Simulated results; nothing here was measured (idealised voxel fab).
Title: Process Module voxel ribs on slabs
Displayed cross-section: cut, width of 230 nm, square cells sized 5 nm.
We lay out every cross-section as a grid of square cells and spell it out in bands from the top down, where one band means one or more rows of cells. Top, bottom (nm), then materials left to right with widths (nm); lone material tagged "edge to edge" fills the whole band edge to edge; "empty" = empty space. Convention: height 0 is the level below which the wafer, as received, is all one material. The lowest band does not terminate at the bottom but continues downward, represented as "0 down". You'd read "30..40" like this: the band's top row of cells is as wide as the first number, its bottom row is as wide as the second, and going down, every row changes width by the same amount as the row before did. "no alteration" after a step means that no cell of the cross-section changed. The list in "Trapped voids" covers empty spaces of 8 cells or more that cannot reach the top through any open way, and it gives each as width x height at distance; the distance is from the left edge, and width, height and distance are in nm. Anything after a step's settings on that line? It's the simulator's own note about the step. What "overlay nm" on a step's line means: if the step has a mask, that mask lay this far to the right of its planned place, or, when the value is negative, to the left.

### So here's the lineup of process steps we planned
1) RECEIVE [material Si]
2) DIRECTIONAL_DEP [material SiO2] [thk nm 25]
3) DIRECTIONAL_DEP [material polySi] [thk nm 20]
4) PATTERN [tone cover] [mask id RIB] [material resist] [width nm 15] [thk nm 15] [overlay nm 0]
5) DIRECTIONAL_ETCH [etch materials polySi] [depth nm 15]
6) STRIP [etch materials resist]
7) DIRECTIONAL_DEP [material aC] [thk nm 15]
8) PATTERN [tone cover] [mask id SLAB] [material resist] [width nm 65] [thk nm 35] [overlay nm 0]
9) DIRECTIONAL_ETCH [etch materials aC] [depth nm 15]
10) STRIP [etch materials resist]
11) DIRECTIONAL_ETCH [etch materials polySi] [depth nm 5]
12) STRIP [etch materials aC]
13) FILL_DEP [material SiO2] [thk nm 20]
14) CMP [height nm 60]
15) DIRECTIONAL_DEP [material TiN] [thk nm 10]
16) DIRECTIONAL_DEP [material aC] [thk nm 15]
17) PATTERN [tone cover] [mask id HEATER] [material resist] [width nm 25] [thk nm 30] [overlay nm 0]
18) DIRECTIONAL_ETCH [etch materials aC] [depth nm 15]
19) STRIP [etch materials resist]
20) DIRECTIONAL_ETCH [etch materials TiN] [depth nm 10]
21) STRIP [etch materials aC]
22) CONFORMAL_DEP [material SiO2] [thk nm 10]

### As-received wafer cross-section (after step 1)
  0 down  Si edge to edge
  Trapped voids: none

### Post-module cross-section of the first of two wafers (run per plan)
  80 to 70  empty=90  SiO2=45  empty=95
  70 to 60  SiO2=100  TiN=25  SiO2=105
  60 to 45  SiO2 edge to edge
  45 to 30  SiO2=105  polySi=15  SiO2=110
  30 to 25  SiO2=80  polySi=65  SiO2=85
  25 to 0  SiO2 edge to edge
  0 down  Si edge to edge
  Trapped voids: none

### Cross-section of the latter of the two wafers at module completion. It had an identical start and an identical plan to the former; in running it, one mistake was made
  80 to 70  empty=90  SiO2=45  empty=95
  70 to 60  SiO2=100  TiN=25  SiO2=105
  60 to 45  SiO2 edge to edge
  45 to 30  SiO2=100  polySi=25  SiO2=105
  30 to 25  SiO2=80  polySi=65  SiO2=85
  25 to 0  SiO2 edge to edge
  0 down  Si edge to edge
  Trapped voids: none
What went wrong in running the wafer? step 4 did not use the planned setting and instead ran as PATTERN [tone cover] [mask id RIB] [material resist] [width nm 25] [thk nm 15] [overlay nm 0]
Heads up, by the end the second wafer has more or fewer cells of some materials compared to the first: SiO2 -6, polySi +6
